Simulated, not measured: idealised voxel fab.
process module | voxel self aligned contacts
cross-section cut | 245 nm wide | cells 5 nm
A cross-section is a grid of square cells, given in bands from the top down. A band is one or more rows of cells.
Each band's line starts with the height of the band's top and of its bottom, in nm. Then come its materials from left to right, each with its width in nm. One material with "throughout" fills the band from edge to edge. "air" is empty space.
Height 0 is the level under which the wafer as received is all one material. The lowest band goes on downwards, as in "0 down".
A width such as "30 to 40" changes by the same amount from each row of cells to the next, from the band's top row to its bottom row.
"no change" after a step means that no cell of the cross-section changed.
closed voids: empty space of 8 cells or more with no open way to the top, each as width x height at its distance from the left edge, in nm
after a step's settings: what the simulator itself notes on the step
overlay nm, on a step with a mask: how far to the right of its planned place the mask lay; to the left if negative
plan
1 op RECEIVE | material Si
2 op CONFORMAL_DEP | material SiO2 | thk nm 5
3 op DIRECTIONAL_DEP | material polySi | thk nm 20
4 op DIRECTIONAL_DEP | material SiN | thk nm 25
5 op DIRECTIONAL_DEP | material aC | thk nm 10
6 op PATTERN | tone cover | mask id GATE | material resist | width nm 25 | pitch nm 70 | thk nm 30 | overlay nm 0
7 op DIRECTIONAL_ETCH | etch materials aC | depth nm 10
8 op STRIP | etch materials resist
9 op DIRECTIONAL_ETCH | etch materials SiN | depth nm 25
10 op DIRECTIONAL_ETCH | etch materials polySi | depth nm 20
11 op STRIP | etch materials aC
12 op CONFORMAL_DEP | material SiN | thk nm 10
13 op DIRECTIONAL_ETCH | etch materials SiN | depth nm 10
14 op FILL_DEP | material SiO2 | thk nm 10
15 op CMP | height nm 55
16 op MASKED_ETCH | tone open | mask id CONTACT | width nm 55 | pitch nm 70 | etch materials SiO2 | depth nm 55 | overlay nm 0
17 op CONFORMAL_DEP | material TiN | thk nm 5
18 op FILL_DEP | material W | thk nm 5
19 op CMP | height nm 55
20 op CONFORMAL_DEP | material SiCN | thk nm 5
first wafer, as planned
as received, after step 1
  0 down: Si throughout
  closed voids: none
after step 2
  5 to 0: SiO2 throughout
  below 0: unchanged
after step 3
  25 to 5: polySi throughout
  below 5: unchanged
after step 4
  50 to 25: SiN throughout
  below 25: unchanged
after step 5
  60 to 50: aC throughout
  below 50: unchanged
after step 6
  90 to 60: air 40 | resist 25 | air 45 | resist 25 | air 45 | resist 25 | air 40
  below 60: unchanged
after step 7
  80 to 60: air 40 | resist 25 | air 45 | resist 25 | air 45 | resist 25 | air 40
  60 to 50: air 40 | aC 25 | air 45 | aC 25 | air 45 | aC 25 | air 40
  below 50: unchanged
after step 8
  60 to 50: air 40 | aC 25 | air 45 | aC 25 | air 45 | aC 25 | air 40
  below 50: unchanged
after step 9
  60 to 50: air 40 | aC 25 | air 45 | aC 25 | air 45 | aC 25 | air 40
  50 to 25: air 40 | SiN 25 | air 45 | SiN 25 | air 45 | SiN 25 | air 40
  below 25: unchanged
after step 10
  60 to 50: air 40 | aC 25 | air 45 | aC 25 | air 45 | aC 25 | air 40
  50 to 25: air 40 | SiN 25 | air 45 | SiN 25 | air 45 | SiN 25 | air 40
  25 to 5: air 40 | polySi 25 | air 45 | polySi 25 | air 45 | polySi 25 | air 40
  below 5: unchanged
after step 11
  50 to 25: air 40 | SiN 25 | air 45 | SiN 25 | air 45 | SiN 25 | air 40
  below 25: unchanged
after step 12
  60 to 25: air 30 | SiN 45 | air 25 | SiN 45 | air 25 | SiN 45 | air 30
  25 to 15: air 30 | SiN 10 | polySi 25 | SiN 10 | air 25 | SiN 10 | polySi 25 | SiN 10 | air 25 | SiN 10 | polySi 25 | SiN 10 | air 30
  15 to 5: SiN 40 | polySi 25 | SiN 45 | polySi 25 | SiN 45 | polySi 25 | SiN 40
  below 5: unchanged
after step 13
  50 to 25: air 30 | SiN 45 | air 25 | SiN 45 | air 25 | SiN 45 | air 30
  25 to 5: air 30 | SiN 10 | polySi 25 | SiN 10 | air 25 | SiN 10 | polySi 25 | SiN 10 | air 25 | SiN 10 | polySi 25 | SiN 10 | air 30
  below 5: unchanged
after step 14
  60 to 50: SiO2 throughout
  50 to 25: SiO2 30 | SiN 45 | SiO2 25 | SiN 45 | SiO2 25 | SiN 45 | SiO2 30
  25 to 5: SiO2 30 | SiN 10 | polySi 25 | SiN 10 | SiO2 25 | SiN 10 | polySi 25 | SiN 10 | SiO2 25 | SiN 10 | polySi 25 | SiN 10 | SiO2 30
  below 5: unchanged
after step 15
  55 to 50: SiO2 throughout
  below 50: unchanged
after step 16
  55 to 50: SiO2 60 | air 55 | SiO2 15 | air 55 | SiO2 60
  50 to 25: SiO2 30 | SiN 45 | air 25 | SiN 45 | air 25 | SiN 45 | SiO2 30
  25 to 5: SiO2 30 | SiN 10 | polySi 25 | SiN 10 | air 25 | SiN 10 | polySi 25 | SiN 10 | air 25 | SiN 10 | polySi 25 | SiN 10 | SiO2 30
  5 to 0: SiO2 75 | air 25 | SiO2 45 | air 25 | SiO2 75
  below 0: unchanged
after step 17
  60 to 55: TiN 65 | air 45 | TiN 25 | air 45 | TiN 65
  55 to 50: SiO2 60 | TiN 20 | air 15 | TiN 20 | SiO2 15 | TiN 20 | air 15 | TiN 20 | SiO2 60
  50 to 25: SiO2 30 | SiN 45 | TiN 5 | air 15 | TiN 5 | SiN 45 | TiN 5 | air 15 | TiN 5 | SiN 45 | SiO2 30
  25 to 5: SiO2 30 | SiN 10 | polySi 25 | SiN 10 | TiN 5 | air 15 | TiN 5 | SiN 10 | polySi 25 | SiN 10 | TiN 5 | air 15 | TiN 5 | SiN 10 | polySi 25 | SiN 10 | SiO2 30
  5 to 0: SiO2 75 | TiN 25 | SiO2 45 | TiN 25 | SiO2 75
  below 0: unchanged
after step 18
  65 to 60: W throughout
  60 to 55: TiN 65 | W 45 | TiN 25 | W 45 | TiN 65
  55 to 50: SiO2 60 | TiN 20 | W 15 | TiN 20 | SiO2 15 | TiN 20 | W 15 | TiN 20 | SiO2 60
  50 to 25: SiO2 30 | SiN 45 | TiN 5 | W 15 | TiN 5 | SiN 45 | TiN 5 | W 15 | TiN 5 | SiN 45 | SiO2 30
  25 to 5: SiO2 30 | SiN 10 | polySi 25 | SiN 10 | TiN 5 | W 15 | TiN 5 | SiN 10 | polySi 25 | SiN 10 | TiN 5 | W 15 | TiN 5 | SiN 10 | polySi 25 | SiN 10 | SiO2 30
  below 5: unchanged
after step 19
  55 to 50: SiO2 60 | TiN 20 | W 15 | TiN 20 | SiO2 15 | TiN 20 | W 15 | TiN 20 | SiO2 60
  below 50: unchanged
after step 20
  60 to 55: SiCN throughout
  below 55: unchanged
second wafer: like start, like plan, one mistake. Through step 15 it matches the first wafer
when step 16 should have ended
  55 to 50: air 60 | SiO2 55 | air 15 | SiO2 55 | air 60
  50 to 25: air 30 | SiN 45 | SiO2 25 | SiN 45 | SiO2 25 | SiN 45 | air 30
  25 to 5: air 30 | SiN 10 | polySi 25 | SiN 10 | SiO2 25 | SiN 10 | polySi 25 | SiN 10 | SiO2 25 | SiN 10 | polySi 25 | SiN 10 | air 30
  5 to 0: air 30 | SiO2 185 | air 30
  below 0: unchanged
when step 17 should have ended
  60 to 55: air 55 | TiN 65 | air 5 | TiN 65 | air 55
  55 to 50: air 25 | TiN 35 | SiO2 55 | TiN 15 | SiO2 55 | TiN 35 | air 25
  50 to 25: air 25 | TiN 5 | SiN 45 | SiO2 25 | SiN 45 | SiO2 25 | SiN 45 | TiN 5 | air 25
  25 to 5: air 25 | TiN 5 | SiN 10 | polySi 25 | SiN 10 | SiO2 25 | SiN 10 | polySi 25 | SiN 10 | SiO2 25 | SiN 10 | polySi 25 | SiN 10 | TiN 5 | air 25
  5 to 0: TiN 30 | SiO2 185 | TiN 30
  below 0: unchanged
when step 18 should have ended
  65 to 60: W throughout
  60 to 55: W 55 | TiN 65 | W 5 | TiN 65 | W 55
  55 to 50: W 25 | TiN 35 | SiO2 55 | TiN 15 | SiO2 55 | TiN 35 | W 25
  50 to 25: W 25 | TiN 5 | SiN 45 | SiO2 25 | SiN 45 | SiO2 25 | SiN 45 | TiN 5 | W 25
  25 to 5: W 25 | TiN 5 | SiN 10 | polySi 25 | SiN 10 | SiO2 25 | SiN 10 | polySi 25 | SiN 10 | SiO2 25 | SiN 10 | polySi 25 | SiN 10 | TiN 5 | W 25
  below 5: unchanged
when step 19 should have ended
  55 to 50: W 25 | TiN 35 | SiO2 55 | TiN 15 | SiO2 55 | TiN 35 | W 25
  below 50: unchanged
when step 20 should have ended
  60 to 55: SiCN throughout
  below 55: unchanged
what went wrong: step 16 ran as: op MASKED_ETCH | tone cover | mask id CONTACT | width nm 55 | pitch nm 70 | etch materials SiO2 | depth nm 55 | overlay nm 0
at the end the second wafer has, in cells: 25 fewer of SiO2 | 15 fewer of TiN | 40 more of W
